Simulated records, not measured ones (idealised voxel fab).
Name of the process module below: voxel self aligned contacts
This is section cut - it's 160 nm across, gridded in 5 nm square cells.
In this document a cross-section is written as a grid of square cells. It is given as a series of bands, listed from the top down, and a band is one or more rows of cells. Band entry format. Leading values: height of top, height of bottom, nm. Remainder: materials in left-to-right order, each with its width in nm. Special words: "full width" on a single material, which then fills the band edge to edge; "blank", empty space. Zero point of the height axis is 0; under it, received wafer = one material. Lowest band: continues down indefinitely, "0 and below". Think of "30..40" as a width that walks from the first number to the second as you go down the band, top row to bottom row, taking equal-sized steps from row to row. "remained unchanged" after a step means that no cell of the cross-section changed. Sealed-off cavities: empty space of 8 cells or more with no open way to the top, each as width x height at its distance from the left edge, in nm. Past the settings on a step's line: simulator remark, on that step. The setting "overlay nm" may be written on the line of a step. When the step uses a mask, the value reports how far to the right of the planned place the mask lay, and a negative value reports that it lay to the left.
## Process steps foreseen in the plan
- 1: RECEIVE, material Si
- 2: OXIDIZE, depth nm 5
- 3: DIRECTIONAL_DEP, material polySi, thk nm 25
- 4: DIRECTIONAL_DEP, material SiN, thk nm 20
- 5: DIRECTIONAL_DEP, material aC, thk nm 10
- 6: PATTERN, tone cover, mask id GATE, material resist, width nm 30, pitch nm 75, thk nm 25, overlay nm 0
- 7: DIRECTIONAL_ETCH, etch materials aC, depth nm 10
- 8: STRIP, etch materials resist
- 9: DIRECTIONAL_ETCH, etch materials SiN, depth nm 20
- 10: DIRECTIONAL_ETCH, etch materials polySi, depth nm 25
- 11: STRIP, etch materials aC
- 12: CONFORMAL_DEP, material SiN, thk nm 10
- 13: DIRECTIONAL_ETCH, etch materials SiN, depth nm 10
- 14: FILL_DEP, material SiO2, thk nm 15
- 15: CMP, height nm 50
- 16: DIRECTIONAL_DEP, material aC, thk nm 15
- 17: PATTERN, tone open, mask id CONTACT, material resist, width nm 55, thk nm 35, overlay nm 0
- 18: DIRECTIONAL_ETCH, etch materials aC, depth nm 15
- 19: STRIP, etch materials resist
- 20: DIRECTIONAL_ETCH, etch materials SiO2, depth nm 55
- 21: STRIP, etch materials aC
- 22: CONFORMAL_DEP, material TiN, thk nm 5
- 23: FILL_DEP, material Ru, thk nm 10
- 24: CMP, height nm 50
- 25: CONFORMAL_DEP, material SiCN, thk nm 5
## Step 1 complete: cross-section of the wafer as received
	0 and below | Si full width
	Sealed-off cavities: none
## The first of the two wafers as seen in cross-section once the module was finished; processing followed the plan
	55 down to 50 | SiCN full width
	50 down to 45 | SiO2 (50) | TiN (20) | Ru (15) | TiN (20) | SiO2 (55)
	45 down to 25 | SiO2 (15) | SiN (50) | TiN (5) | Ru (15) | TiN (5) | SiN (50) | SiO2 (20)
	25 down to 0 | SiO2 (15) | SiN (10) | polySi (30) | SiN (10) | TiN (5) | Ru (15) | TiN (5) | SiN (10) | polySi (30) | SiN (10) | SiO2 (20)
	0 down to -5 | SiO2 (65) | TiN (25) | SiO2 (70)
	-5 and below | Si full width
	Sealed-off cavities: none
## Wafer two, end of module, cross-section. Same start, same plan as wafer one. One mistake in the run
	55 down to 50 | SiCN full width
	50 down to 45 | SiO2 (50) | TiN (20) | Ru (20) | TiN (15) | SiO2 (55)
	45 down to 25 | SiO2 (20) | SiN (45) | TiN (5) | Ru (20) | TiN (5) | SiN (45) | SiO2 (20)
	25 down to 0 | SiO2 (20) | SiN (10) | polySi (25) | SiN (10) | TiN (5) | Ru (20) | TiN (5) | SiN (10) | polySi (25) | SiN (10) | SiO2 (20)
	0 down to -5 | SiO2 (65) | TiN (30) | SiO2 (65)
	-5 and below | Si full width
	Sealed-off cavities: none
Run error: it should be noted that step 6 was executed with settings other than those planned, the operation and settings actually applied being PATTERN, tone cover, mask id GATE, material resist, width nm 25, pitch nm 75, thk nm 25, overlay nm 0
In the final state, the cell counts of the second wafer exceed or fall short of those of the first for the following materials: Ru +10; SiN -8; SiO2 +8; polySi -10
